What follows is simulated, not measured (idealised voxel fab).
process module | voxel ribs on slabs
cross-section cut | 295 nm wide | cells 5 nm
A cross-section is a grid of square cells, given in bands from the top down. A band is one or more rows of cells.
Each band's line starts with the height of the band's top and of its bottom, in nm. Then come its materials from left to right, each with its width in nm. One material with "throughout" fills the band from edge to edge. "air" is empty space.
Height 0 is the level under which the wafer as received is all one material. The lowest band goes on downwards, as in "0 down".
A width such as "30 to 40" changes by the same amount from each row of cells to the next, from the band's top row to its bottom row.
"no change" after a step means that no cell of the cross-section changed.
closed voids: empty space of 8 cells or more with no open way to the top, each as width x height at its distance from the left edge, in nm
after a step's settings: what the simulator itself notes on the step
overlay nm, on a step with a mask: how far to the right of its planned place the mask lay; to the left if negative
plan
1 op RECEIVE | material Si
2 op DIRECTIONAL_DEP | material SiO2 | thk nm 25
3 op DIRECTIONAL_DEP | material SiN | thk nm 25
4 op PATTERN | tone cover | mask id RIB | material resist | width nm 15 | thk nm 15 | overlay nm 0
5 op DIRECTIONAL_ETCH | etch materials SiN | depth nm 5
6 op STRIP | etch materials resist
7 op MASKED_ETCH | tone cover | mask id SLAB | width nm 55 | etch materials SiN | depth nm 20 | overlay nm 0
8 op FILL_DEP | material SiO2 | thk nm 30
9 op CMP | height nm 70
10 op DIRECTIONAL_DEP | material TiN | thk nm 10
11 op MASKED_ETCH | tone cover | mask id HEATER | width nm 25 | etch materials TiN | depth nm 10 | overlay nm 0
12 op CONFORMAL_DEP | material SiO2 | thk nm 5
varied across the wafers: width nm of step 4. The plan shows the first wafer's value. All wafers start alike
first wafer as received, after step 1
  0 down: Si throughout
  closed voids: none
each wafer at the end: cells of each material gained (+) or lost (-) since it was received, then its closed voids
width nm 15 | +47 SiN | +842 SiO2 | +10 TiN | closed voids: none
width nm 20 | +48 SiN | +841 SiO2 | +10 TiN | closed voids: none
width nm 25 | +49 SiN | +840 SiO2 | +10 TiN | closed voids: none
width nm 30 | +50 SiN | +839 SiO2 | +10 TiN | closed voids: none
